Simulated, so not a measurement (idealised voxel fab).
voxel wiring stack: a process module
Cross-section cut spans 170 nm and uses square cells 5 nm in size.
Format of a cross-section: grid, square cells. Given as bands. Order: top down. Band: one or more rows of cells. Each band's line starts with the height of the band's top and of its bottom, in nm. Then come its materials from left to right, each with its width in nm. One material with "everywhere" fills the band from edge to edge. "blank" is empty space. It should be noted that heights are counted from 0, beneath which the wafer as supplied is of one material throughout, and that the lowest band possesses no lower boundary but continues downward, as written in "from 0 down". You'd read "30->40" like this: the band's top row of cells is as wide as the first number, its bottom row is as wide as the second, and going down, every row changes width by the same amount as the row before did. "everything unchanged", as given for a step, is the statement that not any cell of the cross-section underwent a change during that step. Closed empty spaces (no open way to the top) of 8 cells or more are what "Closed void inventory" lists, each as width x height at distance from the left edge, nm for all three. Read whatever lies past the settings on a step's line as the simulator's own remark about the step. The "overlay nm" setting may appear on a step's line; for a step that uses a mask, it gives how far to the right of its planned position the mask lay, and a negative value indicates the left.
THE PLANNED PROCESS STEPS ARE ENUMERATED HEREUNDER
step 1: RECEIVE, material Si
step 2: CONFORMAL_DEP, material SiO2, thk nm 15
step 3: DIRECTIONAL_DEP, material TiN, thk nm 5
step 4: DIRECTIONAL_DEP, material W, thk nm 20
step 5: PATTERN, tone cover, mask id METAL_1, material resist, width nm 20, pitch nm 45, thk nm 20, overlay nm 0
step 6: DIRECTIONAL_ETCH, etch materials W, depth nm 20
step 7: DIRECTIONAL_ETCH, etch materials TiN, depth nm 5
step 8: STRIP, etch materials resist
step 9: CONFORMAL_DEP, material SiCN, thk nm 5
step 10: FILL_DEP, material lowk, thk nm 10
step 11: CMP, height nm 40
step 12: CONFORMAL_DEP, material SiCN, thk nm 5
step 13: DIRECTIONAL_DEP, material lowk, thk nm 10
step 14: DIRECTIONAL_DEP, material aC, thk nm 10
step 15: PATTERN, tone open, mask id PLUG_1, material resist, width nm 15, pitch nm 45, thk nm 30, overlay nm 0
step 16: DIRECTIONAL_ETCH, etch materials aC, depth nm 10
step 17: STRIP, etch materials resist
step 18: DIRECTIONAL_ETCH, etch materials lowk, depth nm 10
step 19: DIRECTIONAL_ETCH, etch materials SiCN, depth nm 5
step 20: STRIP, etch materials aC
step 21: EPI, material Ru, thk nm 10
step 22: EPI, material Ru, thk nm 5
step 23: CONFORMAL_DEP, material SiCN, thk nm 5
step 24: DIRECTIONAL_DEP, material SiO2, thk nm 25
step 25: DIRECTIONAL_DEP, material aC, thk nm 15
step 26: PATTERN, tone open, mask id METAL_2, material resist, width nm 20, pitch nm 45, thk nm 30, overlay nm 0
step 27: DIRECTIONAL_ETCH, etch materials aC, depth nm 15
step 28: STRIP, etch materials resist
step 29: DIRECTIONAL_ETCH, etch materials SiO2, depth nm 25
step 30: DIRECTIONAL_ETCH, etch materials SiCN, depth nm 5
step 31: STRIP, etch materials aC
step 32: CONFORMAL_DEP, material TiN, thk nm 5
step 33: FILL_DEP, material Cu, thk nm 10
step 34: CMP, height nm 85
step 35: CONFORMAL_DEP, material SiCN, thk nm 5
step 36: DIRECTIONAL_DEP, material SiO2, thk nm 30
step 37: MASKED_ETCH, tone open, mask id METAL_3_HOLES, width nm 15, pitch nm 45, etch materials SiO2, depth nm 30, overlay nm 0
step 38: MASKED_ETCH, tone open, mask id METAL_3, width nm 20, pitch nm 45, etch materials SiO2, depth nm 20, overlay nm 0
step 39: MASKED_ETCH, tone open, mask id METAL_3, width nm 20, pitch nm 45, etch materials SiCN, depth nm 5, overlay nm 0
step 40: CONFORMAL_DEP, material TiN, thk nm 5
step 41: FILL_DEP, material Ru, thk nm 5
step 42: CMP, height nm 120
step 43: CONFORMAL_DEP, material SiCN, thk nm 5
step 44: DIRECTIONAL_DEP, material SiO2, thk nm 30
step 45: MASKED_ETCH, tone open, mask id METAL_4_HOLES, width nm 15, pitch nm 90, etch materials SiO2, depth nm 30, overlay nm -15
step 46: MASKED_ETCH, tone open, mask id METAL_4, width nm 20, pitch nm 45, etch materials SiO2, depth nm 20, overlay nm 0
step 47: MASKED_ETCH, tone open, mask id METAL_4, width nm 20, pitch nm 45, etch materials SiCN, depth nm 5, overlay nm 0
step 48: CONFORMAL_DEP, material TiN, thk nm 5
step 49: FILL_DEP, material Ru, thk nm 5
step 50: CMP, height nm 155
step 51: CONFORMAL_DEP, material SiN, thk nm 5
The wafers are alike at the start. At step 45, their overlay nm differs. The plan lists the first wafer's value.
RECEIVED WAFERS, FIRST OF SEVERAL: CROSS-SECTION AFTER STEP 1
* from 0 down: Si everywhere
* Closed void inventory: none
END OF MODULE, BY WAFER: MATERIAL-BY-MATERIAL CELL GAIN (+) OR LOSS (-) SINCE RECEIPT, THEN CLOSED VOIDS
overlay nm -15; +30 Cu; +94 Ru; +152 SiCN; +34 SiN; +470 SiO2; +146 TiN; +48 W; +114 lowk; Closed void inventory: none
overlay nm -10; +30 Cu; +88 Ru; +150 SiCN; +34 SiN; +478 SiO2; +146 TiN; +48 W; +114 lowk; Closed void inventory: none
overlay nm -5; +30 Cu; +82 Ru; +148 SiCN; +34 SiN; +486 SiO2; +146 TiN; +48 W; +114 lowk; Closed void inventory: none
overlay nm 0; +30 Cu; +78 Ru; +146 SiCN; +34 SiN; +494 SiO2; +144 TiN; +48 W; +114 lowk; Closed void inventory: none
overlay nm 5; +30 Cu; +78 Ru; +146 SiCN; +34 SiN; +494 SiO2; +144 TiN; +48 W; +114 lowk; Closed void inventory: none
overlay nm 10; +30 Cu; +82 Ru; +148 SiCN; +34 SiN; +486 SiO2; +146 TiN; +48 W; +114 lowk; Closed void inventory: none
overlay nm 15; +30 Cu; +88 Ru; +150 SiCN; +34 SiN; +478 SiO2; +146 TiN; +48 W; +114 lowk; Closed void inventory: none
